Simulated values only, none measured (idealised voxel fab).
Process module name: voxel wiring stack
Cross-section cut: width 205 nm, square cells of 5 nm.
Cross-sections here: square-cell grids, written as top-down lists of bands, a band being one or more rows of cells. Band: top and bottom heights (nm) first, top before bottom; then materials from left to right, widths in nm. "full width" marks a sole material filling the band edge to edge. "air" denotes empty space. A quick word on heights: they are counted from 0, and under that level the wafer as it came to us is one material throughout. The lowest band is different from the rest in having no bottom; it simply continues downward, written as in "top 0, no bottom". Width "30 to 40": first value at the band's top row of cells, second value at its bottom row, equal change from row to row. What does "remained unchanged" mean for a step? It means no cell of the cross-section changed in that step. closed voids: empty space of 8 cells or more with no open way to the top, each as width x height at its distance from the left edge, in nm. after a step's settings: what the simulator itself notes on the step. overlay nm: right-of-plan distance of the mask on a masked step; negative values mean left-of-plan.

## The steps planned for the process are as follows
1) RECEIVE: material Si
2) CONFORMAL_DEP: material SiO2, thk nm 15
3) DIRECTIONAL_DEP: material TiN, thk nm 5
4) DIRECTIONAL_DEP: material W, thk nm 25
5) PATTERN: tone cover, mask id METAL_1, material resist, width nm 30, pitch nm 55, thk nm 15, overlay nm 0
6) DIRECTIONAL_ETCH: etch materials W, depth nm 25
7) DIRECTIONAL_ETCH: etch materials TiN, depth nm 5
8) STRIP: etch materials resist
9) FILL_DEP: material lowk, thk nm 5
10) CMP: height nm 45
11) CONFORMAL_DEP: material SiCN, thk nm 5
12) DIRECTIONAL_DEP: material SiO2, thk nm 20
13) DIRECTIONAL_DEP: material aC, thk nm 10
14) PATTERN: tone open, mask id PLUG_1, material resist, width nm 15, pitch nm 110, thk nm 30, overlay nm 0
15) DIRECTIONAL_ETCH: etch materials aC, depth nm 10
16) STRIP: etch materials resist
17) DIRECTIONAL_ETCH: etch materials SiO2, depth nm 20
18) DIRECTIONAL_ETCH: etch materials SiCN, depth nm 5
19) STRIP: etch materials aC
20) CONFORMAL_DEP: material TiN, thk nm 5
21) FILL_DEP: material W, thk nm 5
22) CMP: height nm 70
23) DIRECTIONAL_DEP: material TiN, thk nm 5
24) DIRECTIONAL_DEP: material W, thk nm 15
25) PATTERN: tone cover, mask id METAL_2, material resist, width nm 20, pitch nm 55, thk nm 20, overlay nm 0
26) DIRECTIONAL_ETCH: etch materials W, depth nm 15
27) DIRECTIONAL_ETCH: etch materials TiN, depth nm 5
28) STRIP: etch materials resist
29) FILL_DEP: material SiO2, thk nm 10
30) CMP: height nm 90
31) CONFORMAL_DEP: material SiCN, thk nm 5
32) DIRECTIONAL_DEP: material lowk, thk nm 30
33) PATTERN: tone open, mask id METAL_3_HOLES, material resist, width nm 15, pitch nm 55, thk nm 20, overlay nm 0
34) DIRECTIONAL_ETCH: etch materials lowk, depth nm 30
35) STRIP: etch materials resist
36) MASKED_ETCH: tone open, mask id METAL_3, width nm 30, pitch nm 55, etch materials lowk, depth nm 15, overlay nm 0
37) MASKED_ETCH: tone open, mask id METAL_3, width nm 30, pitch nm 55, etch materials SiCN, depth nm 5, overlay nm 0
38) CONFORMAL_DEP: material TiN, thk nm 5
39) FILL_DEP: material Ru, thk nm 10
40) CMP: height nm 125
41) CONFORMAL_DEP: material SiN, thk nm 5
The wafers in this document start out alike and differ in the width nm applied at step 25; the plan shows the value used for the first wafer.

## First of several wafers, received after step 1, in cross-section
top 0, no bottom | Si full width
closed voids: none

## Module finished, last step 41 done: cross-section of the first of several wafers
top 130, bottom 125 | SiN full width
top 125, bottom 115 | lowk 30, TiN 5, Ru 20, TiN 5, lowk 25, TiN 5, Ru 20, TiN 5, lowk 25, TiN 5, Ru 20, TiN 5, lowk 35
top 115, bottom 110 | lowk 30, TiN 5, Ru 5, TiN 20, lowk 25, TiN 5, Ru 5, TiN 20, lowk 25, TiN 5, Ru 5, TiN 20, lowk 35
top 110, bottom 95 | lowk 30, TiN 5, Ru 5, TiN 5, lowk 40, TiN 5, Ru 5, TiN 5, lowk 40, TiN 5, Ru 5, TiN 5, lowk 50
top 95, bottom 90 | SiCN 30, TiN 15, SiCN 40, TiN 15, SiCN 40, TiN 15, SiCN 50
top 90, bottom 75 | SiO2 35, W 20, SiO2 35, W 20, SiO2 35, W 20, SiO2 40
top 75, bottom 70 | SiO2 35, TiN 20, SiO2 35, TiN 20, SiO2 35, TiN 20, SiO2 40
top 70, bottom 50 | SiO2 30, TiN 5, W 5, TiN 5, SiO2 95, TiN 5, W 5, TiN 5, SiO2 50
top 50, bottom 45 | SiCN 30, TiN 15, SiCN 95, TiN 15, SiCN 50
top 45, bottom 20 | lowk 30, W 30, lowk 25, W 30, lowk 25, W 30, lowk 35
top 20, bottom 15 | lowk 30, TiN 30, lowk 25, TiN 30, lowk 25, TiN 30, lowk 35
top 15, bottom 0 | SiO2 full width
top 0, no bottom | Si full width
closed voids: none

## At the end of the module, the last of several wafers in cross-section
top 130, bottom 125 | SiN full width
top 125, bottom 115 | lowk 30, TiN 5, Ru 20, TiN 5, lowk 25, TiN 5, Ru 20, TiN 5, lowk 25, TiN 5, Ru 20, TiN 5, lowk 35
top 115, bottom 110 | lowk 30, TiN 5, Ru 5, TiN 20, lowk 25, TiN 5, Ru 5, TiN 20, lowk 25, TiN 5, Ru 5, TiN 20, lowk 35
top 110, bottom 95 | lowk 30, TiN 5, Ru 5, TiN 5, lowk 40, TiN 5, Ru 5, TiN 5, lowk 40, TiN 5, Ru 5, TiN 5, lowk 50
top 95, bottom 90 | SiCN 30, TiN 15, SiCN 40, TiN 15, SiCN 40, TiN 15, SiCN 50
top 90, bottom 75 | SiO2 25, W 40, SiO2 15, W 40, SiO2 15, W 40, SiO2 30
top 75, bottom 70 | SiO2 25, TiN 40, SiO2 15, TiN 40, SiO2 15, TiN 40, SiO2 30
top 70, bottom 50 | SiO2 30, TiN 5, W 5, TiN 5, SiO2 95, TiN 5, W 5, TiN 5, SiO2 50
top 50, bottom 45 | SiCN 30, TiN 15, SiCN 95, TiN 15, SiCN 50
top 45, bottom 20 | lowk 30, W 30, lowk 25, W 30, lowk 25, W 30, lowk 35
top 20, bottom 15 | lowk 30, TiN 30, lowk 25, TiN 30, lowk 25, TiN 30, lowk 35
top 15, bottom 0 | SiO2 full width
top 0, no bottom | Si full width
closed voids: none

## Per wafer (row), end of module: delta in cells per material since receipt, (+) for gained, (-) for lost; closed voids after that
width nm 20; +36 Ru; +67 SiCN; +41 SiN; +379 SiO2; +106 TiN; +134 W; +303 lowk; closed voids: none
width nm 25; +36 Ru; +67 SiCN; +41 SiN; +367 SiO2; +109 TiN; +143 W; +303 lowk; closed voids: none
width nm 30; +36 Ru; +67 SiCN; +41 SiN; +355 SiO2; +112 TiN; +152 W; +303 lowk; closed voids: none
width nm 35; +36 Ru; +67 SiCN; +41 SiN; +343 SiO2; +115 TiN; +161 W; +303 lowk; closed voids: none
width nm 40; +36 Ru; +67 SiCN; +41 SiN; +331 SiO2; +118 TiN; +170 W; +303 lowk; closed voids: none
